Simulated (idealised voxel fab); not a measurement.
process module | voxel ribs on slabs
Square cell edge 5 nm, section width 255 nm, ID cut.
A cross-section in this document is a grid of square cells, and it is written down as bands, the top band listed before the ones below it; a band is made up of one or more rows of cells.
Band: top height; bottom height; in nm. Then, left to right: material with width in nm, for each material. "full width": a single material spanning edge to edge. "air": empty space.
The level at which height equals 0 is the one under which the wafer, as it arrives, is entirely one material. No lower edge exists for the bottom band, which continues downward and is notated as in "top 0, no bottom".
You'd read "30..40" like this: the band's top row of cells is as wide as the first number, its bottom row is as wide as the second, and going down, every row changes width by the same amount as the row before did.
The designation "no change occurred", where it is given for a processing step, indicates that no cell of the cross-section was altered in the course of that step.
This entry, "Sealed internal voids", enumerates those empty regions of no fewer than 8 cells that possess no open connection to the top. Each region is reported in the form width x height at distance, the distance being taken from the left edge, with all three quantities expressed in nm.
after a step's settings: what the simulator itself notes on the step
A step's line can hold "overlay nm"; with a mask on that step, the setting says how far right of the planned place the mask lay, while a negative setting says it lay to the left.
The planned process steps are enumerated hereunder:
- 1: RECEIVE, material Si
- 2: DIRECTIONAL_DEP, material SiO2, thk nm 30
- 3: DIRECTIONAL_DEP, material polySi, thk nm 15
- 4: MASKED_ETCH, tone cover, mask id RIB, width nm 20, etch materials polySi, depth nm 10, overlay nm 0
- 5: DIRECTIONAL_DEP, material aC, thk nm 10
- 6: PATTERN, tone cover, mask id SLAB, material resist, width nm 80, thk nm 25, overlay nm 0
- 7: DIRECTIONAL_ETCH, etch materials aC, depth nm 10
- 8: STRIP, etch materials resist
- 9: DIRECTIONAL_ETCH, etch materials polySi, depth nm 5
- 10: STRIP, etch materials aC
- 11: FILL_DEP, material SiO2, thk nm 20
- 12: CMP, height nm 60
- 13: DIRECTIONAL_DEP, material W, thk nm 10
- 14: DIRECTIONAL_DEP, material aC, thk nm 15
- 15: PATTERN, tone cover, mask id HEATER, material resist, width nm 30, thk nm 30, overlay nm 0
- 16: DIRECTIONAL_ETCH, etch materials aC, depth nm 15
- 17: STRIP, etch materials resist
- 18: DIRECTIONAL_ETCH, etch materials W, depth nm 10
- 19: STRIP, etch materials aC
- 20: CONFORMAL_DEP, material SiO2, thk nm 10
Cross-sectional view of the wafer in its as-received condition, corresponding to the state after step 1:
  top 0, no bottom | Si full width
  Sealed internal voids: none
Cross-sectional result after module completion. Note: starting condition and plan are unchanged from above; one processing mistake was made:
  top 10, bottom 0 | SiO2 full width
  top 0, no bottom | Si full width
  Sealed internal voids: none
Against the plan, the run slipped here: note that step 19 departed from the planned setting and was carried out as STRIP, etch materials SiO2
